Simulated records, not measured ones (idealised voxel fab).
Documented hereafter: the process module known as voxel released beams.
Square cells of 5 nm make up the cross-section cut, whose width is 140 nm.
For the purposes of this document, a cross-section shall be understood as a grid of square cells, specified as bands listed in top-to-bottom order, each band consisting of one or more rows of cells. Top height, bottom height, nm. Materials left to right, width each, nm. Single material + "full width" = fills band edge to edge. "blank" = empty. Below 0: as-received wafer, all one material; heights counted from there. Lowest band: no bottom, goes on down, written "0 -> down". Think of "30->40" as a width that walks from the first number to the second as you go down the band, top row to bottom row, taking equal-sized steps from row to row. It should be understood that the words "same as before", when stated for a given step, signify that the cross-section underwent no change in any of its cells during that step. Look at "Closed empty spaces" for the closed voids: empty spaces with no open path to the top, sized 8 cells or up. Each is width x height at distance, distance from the left edge, all nm. The remark found on a step's line after its settings is issued by the simulator itself and pertains to that step. overlay nm: where the mask lay relative to plan, measured to the right, on steps with a mask; negatives go left.

### This section lists the process steps that were planned
1) RECEIVE,material Si
2) CONFORMAL_DEP,material Al2O3,thk nm 5
3) DIRECTIONAL_DEP,material SiO2,thk nm 10
4) MASKED_ETCH,tone open,mask id ANCHOR,width nm 30,etch materials SiO2,depth nm 10,overlay nm 0
5) CONFORMAL_DEP,material W,thk nm 10
6) MASKED_ETCH,tone cover,mask id BEAM,width nm 80,etch materials W,depth nm 10,overlay nm 0
7) STRIP,etch materials SiO2

### Shown in cross-section is the wafer as received, that is, as it stands after step 1
	0 -> down  Si full width
	Closed empty spaces: none

### Post-module cross-section: identical start and plan to those above, one misstep in execution
	35 -> 25  blank: 25 / W: 15 / blank: 10 / W: 55 / blank: 35
	25 -> 15  blank: 30 / W: 30 / blank: 80
	15 -> 0  Al2O3 full width
	0 -> down  Si full width
	Closed empty spaces: none
Against the plan, the run slipped here: step 2: run off-plan, actual operation and settings CONFORMAL_DEP,material Al2O3,thk nm 15
